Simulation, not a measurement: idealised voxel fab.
process module | voxel spacer lines
cross-section cut | 190 nm wide | cells 5 nm
A cross-section is a grid of square cells, given in bands from the top down. A band is one or more rows of cells.
Each band's line starts with the height of the band's top and of its bottom, in nm. Then come its materials from left to right, each with its width in nm. One material with "throughout" fills the band from edge to edge. "air" is empty space.
Height 0 is the level under which the wafer as received is all one material. The lowest band goes on downwards, as in "0 down".
A width such as "30 to 40" changes by the same amount from each row of cells to the next, from the band's top row to its bottom row.
"no change" after a step means that no cell of the cross-section changed.
closed voids: empty space of 8 cells or more with no open way to the top, each as width x height at its distance from the left edge, in nm
after a step's settings: what the simulator itself notes on the step
overlay nm, on a step with a mask: how far to the right of its planned place the mask lay; to the left if negative
plan
1 op RECEIVE | material Si
2 op CONFORMAL_DEP | material Al2O3 | thk nm 10
3 op DIRECTIONAL_DEP | material polySi | thk nm 10
4 op DIRECTIONAL_DEP | material aC | thk nm 20
5 op PATTERN | tone cover | mask id MANDREL | material resist | width nm 20 | pitch nm 70 | thk nm 25 | overlay nm 0
6 op DIRECTIONAL_ETCH | etch materials aC | depth nm 20
7 op STRIP | etch materials resist
8 op CONFORMAL_DEP | material SiO2 | thk nm 15
9 op DIRECTIONAL_ETCH | etch materials SiO2 | depth nm 15
10 op STRIP | etch materials aC
11 op DIRECTIONAL_ETCH | etch materials polySi | depth nm 10
12 op STRIP | etch materials SiO2
13 op FILL_DEP | material lowk | thk nm 10
14 op CMP | height nm 20
as received, after step 1
  0 down: Si throughout
  closed voids: none
a wafer at the end: this start, this plan, one mistake
  20 to 10: aC throughout
  10 to 0: Al2O3 throughout
  0 down: Si throughout
  closed voids: none
what went wrong: steps 3 and 4 were swapped
